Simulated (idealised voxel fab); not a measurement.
Proc. module: voxel ribs on slabs
Pictured: cross-section cut, 245 nm wide, on a grid of 5 nm square cells.
Just so we're on the same page, the cross-sections are grids of square cells, and they're listed out in bands top to bottom, each band one or more rows deep. In this notation a band is specified by the heights of its top and bottom, in that order and in nm, after which its materials appear from left to right, each paired with its width in nm. The word "edge to edge" attached to a single material means that material fills the band from edge to edge; the word "blank" stands for empty space. A quick word on heights: they are counted from 0, and under that level the wafer as it came to us is one material throughout. The lowest band is different from the rest in having no bottom; it simply continues downward, written as in "top 0, no bottom". The two numbers in a width such as "30->40" mark its ends across the band: the first belongs to the top row of cells, the second to the bottom row, and from each row to the next the width moves by the same amount. A step reported as "all unchanged" is a step in which no cell of the cross-section changed. Look at "Closed void inventory" for the closed voids: empty spaces with no open path to the top, sized 8 cells or up. Each is width x height at distance, distance from the left edge, all nm. It should be noted that, on the line of a given step, the content following the step's settings is a remark produced by the simulator itself with respect to that step. What "overlay nm" on a step's line means: if the step has a mask, that mask lay this far to the right of its planned place, or, when the value is negative, to the left.
### Process steps - plan
1. RECEIVE: material Si
2. DIRECTIONAL_DEP: material SiO2, thk nm 20
3. DIRECTIONAL_DEP: material SiN, thk nm 20
4. MASKED_ETCH: tone cover, mask id RIB, width nm 15, etch materials SiN, depth nm 5, overlay nm 0
5. MASKED_ETCH: tone cover, mask id SLAB, width nm 45, etch materials SiN, depth nm 10, overlay nm 0
6. FILL_DEP: material SiO2, thk nm 25
7. CMP: height nm 55
8. DIRECTIONAL_DEP: material W, thk nm 10
9. DIRECTIONAL_DEP: material aC, thk nm 15
10. PATTERN: tone cover, mask id HEATER, material resist, width nm 25, thk nm 30, overlay nm 0
11. DIRECTIONAL_ETCH: etch materials aC, depth nm 15
12. STRIP: etch materials resist
13. DIRECTIONAL_ETCH: etch materials W, depth nm 10
14. STRIP: etch materials aC
15. CONFORMAL_DEP: material SiO2, thk nm 5
What sets these wafers apart? The depth nm at step 4. They all start alike, and the plan carries the first wafer's value.
### Cross-section: the first of several wafers in its as-received state, i.e. following step 1
> top 0, no bottom  Si edge to edge
> Closed void inventory: none
### Cross-sectional representation of the first of several wafers at the end of the module, i.e. after its terminal step, step 15
> top 70, bottom 65  blank 105, SiO2 35, blank 105
> top 65, bottom 60  blank 105, SiO2 5, W 25, SiO2 5, blank 105
> top 60, bottom 55  SiO2 110, W 25, SiO2 110
> top 55, bottom 40  SiO2 edge to edge
> top 40, bottom 35  SiO2 115, SiN 15, SiO2 115
> top 35, bottom 25  SiO2 100, SiN 45, SiO2 100
> top 25, bottom 20  SiN edge to edge
> top 20, bottom 0  SiO2 edge to edge
> top 0, no bottom  Si edge to edge
> Closed void inventory: none
### So this is the cross-section on the last wafer at the end of the module
> top 70, bottom 65  blank 105, SiO2 35, blank 105
> top 65, bottom 60  blank 105, SiO2 5, W 25, SiO2 5, blank 105
> top 60, bottom 55  SiO2 110, W 25, SiO2 110
> top 55, bottom 40  SiO2 edge to edge
> top 40, bottom 20  SiO2 115, SiN 15, SiO2 115
> top 20, bottom 0  SiO2 edge to edge
> top 0, no bottom  Si edge to edge
> Closed void inventory: none
### What follows is a table in which each wafer occupies a row; for the wafer as it stands at the close of the module, the row states, material by material, how many cells have been gained (+) or lost (-) since receipt, and then gives its closed voids
depth nm 5 | +70 SiN | +522 SiO2 | +10 W | Closed void inventory: none
depth nm 10 | +24 SiN | +568 SiO2 | +10 W | Closed void inventory: none
depth nm 15 | +18 SiN | +574 SiO2 | +10 W | Closed void inventory: none
depth nm 20 | +12 SiN | +580 SiO2 | +10 W | Closed void inventory: none
depth nm 25 | +12 SiN | +580 SiO2 | +10 W | Closed void inventory: none
